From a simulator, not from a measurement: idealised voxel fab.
The process module presented herein is designated voxel self aligned vias.
cross-section cut | 210 nm wide | cells 5 nm
In what follows, cross-sections appear as grids of square cells, described through bands that run from the top down, where every band is one or more rows of cells.
Basically the band line says how high the top is and how high the bottom is, in nm, and then what's in it from left to right, every material with its width in nm. Empty space shows up as "blank", and if a single material carries "throughout" it runs the full band edge to edge.
Heights are measured from 0, the level below which the as-received wafer is all one material; the lowest band has no bottom and continues downward, written as in "0 nm and below".
You'd read "30->40" like this: the band's top row of cells is as wide as the first number, its bottom row is as wide as the second, and going down, every row changes width by the same amount as the row before did.
Where a step carries "nothing was modified", the cross-section came out of it unchanged, cell for cell.
Any empty space of 8 cells or more lacking an open way to the top shows up in "Tabulated closed voids" as width x height at distance, distance from the left edge, in nm.
Whatever follows a step's settings on its line is a remark the simulator itself makes about that step.
The setting "overlay nm" may be written on the line of a step. When the step uses a mask, the value reports how far to the right of the planned place the mask lay, and a negative value reports that it lay to the left.

Process steps (planned):
step 1: RECEIVE | material Si
step 2: CONFORMAL_DEP | material SiO2 | thk nm 10
step 3: CONFORMAL_DEP | material SiCN | thk nm 5
step 4: DIRECTIONAL_DEP | material SiO2 | thk nm 30
step 5: DIRECTIONAL_DEP | material aC | thk nm 10
step 6: PATTERN | tone open | mask id LINES | material resist | width nm 25 | pitch nm 55 | thk nm 25 | overlay nm 0
step 7: DIRECTIONAL_ETCH | etch materials aC | depth nm 10
step 8: STRIP | etch materials resist
step 9: DIRECTIONAL_ETCH | etch materials SiO2 | depth nm 30
step 10: STRIP | etch materials aC
step 11: CONFORMAL_DEP | material TiN | thk nm 5
step 12: FILL_DEP | material Ru | thk nm 5
step 13: CMP | height nm 45
step 14: SELECTIVE_ETCH | etch materials W Ru TiN | depth nm 10
step 15: FILL_DEP | material SiN | thk nm 5
step 16: CMP | height nm 45
step 17: DIRECTIONAL_DEP | material SiO2 | thk nm 15
step 18: PATTERN | tone open | mask id VIAS | material resist | width nm 35 | thk nm 15 | overlay nm 0
step 19: DIRECTIONAL_ETCH | etch materials SiO2 | depth nm 15
step 20: DIRECTIONAL_ETCH | etch materials SiN | depth nm 10
step 21: STRIP | etch materials resist
step 22: CONFORMAL_DEP | material TiN | thk nm 5
step 23: FILL_DEP | material W | thk nm 10
step 24: CMP | height nm 60
step 25: CONFORMAL_DEP | material SiN | thk nm 5

Here's what the wafer looked like in cross-section when it arrived - that's after step 1:
> 0 nm and below = Si throughout
> Tabulated closed voids: none

Here's the cross-section of the first of our two wafers at the end of the module - it ran as planned:
> 65 nm to 60 nm = SiN throughout
> 60 nm to 50 nm = SiO2=60, then TiN=5, then W=25, then TiN=5, then SiO2=115
> 50 nm to 45 nm = SiO2=60, then TiN=10, then W=15, then TiN=10, then SiO2=115
> 45 nm to 40 nm = SiO2=65, then TiN=5, then W=15, then TiN=5, then SiO2=30, then SiN=25, then SiO2=65
> 40 nm to 35 nm = SiO2=65, then TiN=25, then SiO2=30, then SiN=25, then SiO2=65
> 35 nm to 20 nm = SiO2=65, then TiN=5, then Ru=15, then TiN=5, then SiO2=30, then TiN=5, then Ru=15, then TiN=5, then SiO2=65
> 20 nm to 15 nm = SiO2=65, then TiN=25, then SiO2=30, then TiN=25, then SiO2=65
> 15 nm to 10 nm = SiCN throughout
> 10 nm to 0 nm = SiO2 throughout
> 0 nm and below = Si throughout
> Tabulated closed voids: none

Cross-section, second wafer: same start as the first, same plan as the first, one mistake in running it; taken at the end of the module:
> 65 nm to 60 nm = SiN throughout
> 60 nm to 50 nm = SiO2=60, then TiN=5, then W=25, then TiN=5, then SiO2=115
> 50 nm to 45 nm = SiO2=60, then TiN=10, then W=15, then TiN=10, then SiO2=115
> 45 nm to 40 nm = SiO2=65, then TiN=5, then W=15, then TiN=5, then SiO2=30, then SiN=25, then SiO2=65
> 40 nm to 35 nm = SiO2=65, then TiN=25, then SiO2=30, then SiN=25, then SiO2=65
> 35 nm to 20 nm = SiO2=65, then TiN=5, then Ru=15, then TiN=5, then SiO2=30, then TiN=5, then Ru=15, then TiN=5, then SiO2=65
> 20 nm to 15 nm = SiO2=65, then TiN=25, then SiO2=30, then TiN=25, then SiO2=65
> 15 nm to 5 nm = SiO2 throughout
> 5 nm to 0 nm = SiCN throughout
> 0 nm and below = Si throughout
> Tabulated closed voids: none
Against the plan, the run slipped here: note: step 2 <-> step 3, run order reversed vs plan
At the end, each material covers as many cells on the second wafer as it does on the first, though the cells it covers are elsewhere.
